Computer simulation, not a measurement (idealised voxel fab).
Process module name: voxel air gaps
FYI the section here is cut, 175 nm wide, cells are 5 nm squares.
Throughout this document, each cross-section is represented as a grid of square cells and is presented as a sequence of bands enumerated from the top downward, where a band comprises one or more rows of cells.
Look at the band entry: it leads with the top's height and the bottom's height in nm. Then it lists the materials left to right, with a width in nm for each. The word "edge to edge" on a single material says that material fills the band edge to edge. The word "air" is empty space.
For the purposes of this specification, 0 denotes the height below which the wafer in its as-received condition is composed wholly of one material, and the lowermost band, lacking a lower limit, extends downward without end, as expressed in "top 0, no bottom".
You'd read "30->40" like this: the band's top row of cells is as wide as the first number, its bottom row is as wide as the second, and going down, every row changes width by the same amount as the row before did.
The cross-section has no changed cell in any step marked "nothing different".
Each empty space that has no open way to the top and spans at least 8 cells appears under "Closed cavities" as width x height at distance, the distance counted from the left edge, all in nm.
Formally, on a step line, whatever follows the settings is a remark that the simulator itself makes on the step.
If you see "overlay nm" on a step's line and that step has a mask, it's telling you how far right of where it was planned the mask ended up; a negative number means it went left instead.
Below is the list of planned process steps:
1,RECEIVE [material Si]
2,CONFORMAL_DEP [material SiO2] [thk nm 15]
3,CONFORMAL_DEP [material SiCN] [thk nm 5]
4,DIRECTIONAL_DEP [material SiO2] [thk nm 30]
5,DIRECTIONAL_DEP [material aC] [thk nm 15]
6,PATTERN [tone open] [mask id LINES] [material resist] [width nm 25] [pitch nm 50] [thk nm 35] [overlay nm 0]
7,DIRECTIONAL_ETCH [etch materials aC] [depth nm 15]
8,STRIP [etch materials resist]
9,DIRECTIONAL_ETCH [etch materials SiO2] [depth nm 30]
10,STRIP [etch materials aC]
11,CONFORMAL_DEP [material TiN] [thk nm 5]
12,FILL_DEP [material Cu] [thk nm 10]
13,CMP [height nm 50]
14,EPI [material Ru] [thk nm 10]
15,SELECTIVE_ETCH [etch materials SiO2] [depth nm 40]
16,CONFORMAL_DEP [material SiCN] [thk nm 5]
Cross-sectional view of the wafer in its as-received condition, corresponding to the state after step 1:
	top 0, no bottom  Si edge to edge
	Closed cavities: none
Module complete, cross-section. Starting point and plan per above. One mistake made in running the module:
	top 65, bottom 60  air 10  SiCN 155  air 10
	top 60, bottom 50  air 10  SiCN 5  Ru 45  SiCN 5  Ru 45  SiCN 5  Ru 45  SiCN 5  air 10
	top 50, bottom 45  air 10  SiCN 15  TiN 5  Cu 15  TiN 5  SiCN 25  TiN 5  Cu 15  TiN 5  SiCN 25  TiN 5  Cu 15  TiN 5  SiCN 15  air 10
	top 45, bottom 25  air 20  SiCN 5  TiN 5  Cu 15  TiN 5  SiCN 5  air 15  SiCN 5  TiN 5  Cu 15  TiN 5  SiCN 5  air 15  SiCN 5  TiN 5  Cu 15  TiN 5  SiCN 5  air 20
	top 25, bottom 20  SiCN 25  TiN 25  SiCN 25  TiN 25  SiCN 25  TiN 25  SiCN 25
	top 20, bottom 15  SiCN edge to edge
	top 15, bottom 0  Cu edge to edge
	top 0, no bottom  Si edge to edge
	Closed cavities: 15 x 20 at 55; 15 x 20 at 105
Which mistake was made when the wafer was run? step 2 deviated from plan and actually ran as CONFORMAL_DEP [material Cu] [thk nm 15]
